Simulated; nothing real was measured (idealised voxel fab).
Process module heading - voxel capacitor over wiring
This is section cut - it's 155 nm across, gridded in 5 nm square cells.
Heads up, the way a cross-section reads in here is a grid of square cells, handed over as bands from the top down, with every band being one or more rows of cells.
Band: top height; bottom height; in nm. Then, left to right: material with width in nm, for each material. "throughout": a single material spanning edge to edge. "empty": empty space.
Height reference: 0 = level under which incoming wafer is all one material. Lowest band: no bottom, runs on downward, e.g. "z 0 and below".
So if you see something like "30->40" for the width, read it as the top row of the band sitting at the first number and the bottom row at the second, with every row in between moving by the same amount as the last.
"remained the same" -> step changed no cross-section cell.
Closed-off voids of 8+ cells (no open route to the top) go in "Closed void inventory", written width x height at distance from the left edge, in nm.
That trailing text on a step's line, after the settings, is the simulator's own remark on the step.
"overlay nm" answers the question of how far to the right of plan the mask lay on a step that has a mask, and when it is negative the answer is to the left.
Pairs, read this way: before one process step on the one hand, after it on the other, the after cross-section ending at the lowest band that changed; the step between, settings included, beneath. Same starting wafer throughout, but possibly different runs of this module, so no pair continues from the pair above unless its entry headed "Status quo ante" says so.
Status quo ante:
- z 90 to 70  30 nm empty, 70 nm resist, 55 nm empty
- z 70 to 65  30 nm empty, 5 nm resist, 15 nm TiN, 40 nm resist, 5 nm TiN, 5 nm resist, 55 nm empty
- z 65 to 60  30 nm empty, 5 nm resist, 15 nm Al2O3, 40 nm resist, 5 nm Al2O3, 5 nm resist, 55 nm empty
- z 60 to 55  30 nm empty, 20 nm TiN, 40 nm resist, 10 nm TiN, 55 nm empty
- z 55 to 50  30 nm empty, 70 nm TiN, 55 nm empty
- z 50 to 45  5 nm empty, 30 nm Ru, 15 nm SiO2, 40 nm Al2O3, 60 nm Ru, 5 nm empty
- z 45 to 40  5 nm empty, 30 nm Ru, 15 nm SiO2, 40 nm TiN, 60 nm Ru, 5 nm empty
- z 40 to 35  5 nm empty, 30 nm Ru, 15 nm SiCN, 40 nm TiN, 60 nm Ru, 5 nm empty
- z 35 to 20  20 nm SiO2, 5 nm TiN, 20 nm W, 5 nm TiN, 55 nm SiO2, 5 nm TiN, 20 nm W, 5 nm TiN, 20 nm SiO2
- z 20 to 15  20 nm SiN, 30 nm TiN, 55 nm SiN, 30 nm TiN, 20 nm SiN
- z 15 to 0  SiO2 throughout
- z 0 and below  Si throughout
- Closed void inventory: none
Post-Process Section:
- z 70 to 65  35 nm empty, 15 nm TiN, 40 nm empty, 5 nm TiN, 60 nm empty
- z 65 to 60  35 nm empty, 15 nm Al2O3, 40 nm empty, 5 nm Al2O3, 60 nm empty
- z 60 to 55  30 nm empty, 20 nm TiN, 40 nm empty, 10 nm TiN, 55 nm empty
- Nothing below the height 55 has changed.
- Closed void inventory: none
Step, pre vs post cross-sections above: STRIP [etch materials resist]
Status quo ante: just use the after drawing of the pair above as your starting point.
Post-Process Section:
- z 90 to 70  SiO2 throughout
- z 70 to 65  35 nm SiO2, 15 nm TiN, 40 nm SiO2, 5 nm TiN, 60 nm SiO2
- z 65 to 60  35 nm SiO2, 15 nm Al2O3, 40 nm SiO2, 5 nm Al2O3, 60 nm SiO2
- z 60 to 55  30 nm SiO2, 20 nm TiN, 40 nm SiO2, 10 nm TiN, 55 nm SiO2
- z 55 to 50  30 nm SiO2, 70 nm TiN, 55 nm SiO2
- z 50 to 45  5 nm SiO2, 30 nm Ru, 15 nm SiO2, 40 nm Al2O3, 60 nm Ru, 5 nm SiO2
- z 45 to 40  5 nm SiO2, 30 nm Ru, 15 nm SiO2, 40 nm TiN, 60 nm Ru, 5 nm SiO2
- z 40 to 35  5 nm SiO2, 30 nm Ru, 15 nm SiCN, 40 nm TiN, 60 nm Ru, 5 nm SiO2
- Nothing below the height 35 has changed.
- Closed void inventory: none
Step, pre vs post cross-sections above: FILL_DEP [material SiO2] [thk nm 20]
Status quo ante: just use the after drawing of the pair above as your starting point.
Post-Process Section:
- z 85 to 70  SiO2 throughout
- Nothing below the height 70 has changed.
- Closed void inventory: none
Step, pre vs post cross-sections above: CMP [height nm 85]
Status quo ante: just use the after drawing of the pair above as your starting point.
Post-Process Section:
- z 100 to 85  45 nm resist, 15 nm empty, 95 nm resist
- Nothing below the height 85 has changed.
- Closed void inventory: none
Step, pre vs post cross-sections above: PATTERN [tone open] [mask id PLUG_2] [material resist] [width nm 15] [thk nm 15] [overlay nm 0]
Status quo ante: just use the after drawing of the pair above as your starting point.
Post-Process Section:
- z 100 to 85  45 nm resist, 15 nm empty, 95 nm resist
- z 85 to 70  45 nm SiO2, 15 nm empty, 95 nm SiO2
- Nothing below the height 70 has changed.
- Closed void inventory: none
Step, pre vs post cross-sections above: DIRECTIONAL_ETCH [etch materials SiO2] [depth nm 15]
Status quo ante: just use the after drawing of the pair above as your starting point.
Post-Process Section:
- z 85 to 70  45 nm SiO2, 15 nm empty, 95 nm SiO2
- Nothing below the height 70 has changed.
- Closed void inventory: none
Step, pre vs post cross-sections above: STRIP [etch materials resist]
Status quo ante: just use the after drawing of the pair above as your starting point.
Post-Process Section:
- z 90 to 85  50 nm TiN, 5 nm empty, 100 nm TiN
- z 85 to 75  45 nm SiO2, 5 nm TiN, 5 nm empty, 5 nm TiN, 95 nm SiO2
- z 75 to 70  45 nm SiO2, 15 nm TiN, 95 nm SiO2
- Nothing below the height 70 has changed.
- Closed void inventory: none
Step, pre vs post cross-sections above: CONFORMAL_DEP [material TiN] [thk nm 5]
Status quo ante: just use the after drawing of the pair above as your starting point.
Post-Process Section:
- z 95 to 90  Ru throughout
- z 90 to 85  50 nm TiN, 5 nm Ru, 100 nm TiN
- z 85 to 75  45 nm SiO2, 5 nm TiN, 5 nm Ru, 5 nm TiN, 95 nm SiO2
- Nothing below the height 75 has changed.
- Closed void inventory: none
Step, pre vs post cross-sections above: FILL_DEP [material Ru] [thk nm 5]
Status quo ante: just use the after drawing of the pair above as your starting point.
Post-Process Section:
- z 85 to 75  45 nm SiO2, 5 nm TiN, 5 nm Ru, 5 nm TiN, 95 nm SiO2
- Nothing below the height 75 has changed.
- Closed void inventory: none
Step, pre vs post cross-sections above: CMP [height nm 85]
Status quo ante: just use the after drawing of the pair above as your starting point.
Post-Process Section:
- z 90 to 85  SiCN throughout
- Nothing below the height 85 has changed.
- Closed void inventory: none
Step, pre vs post cross-sections above: CONFORMAL_DEP [material SiCN] [thk nm 5]
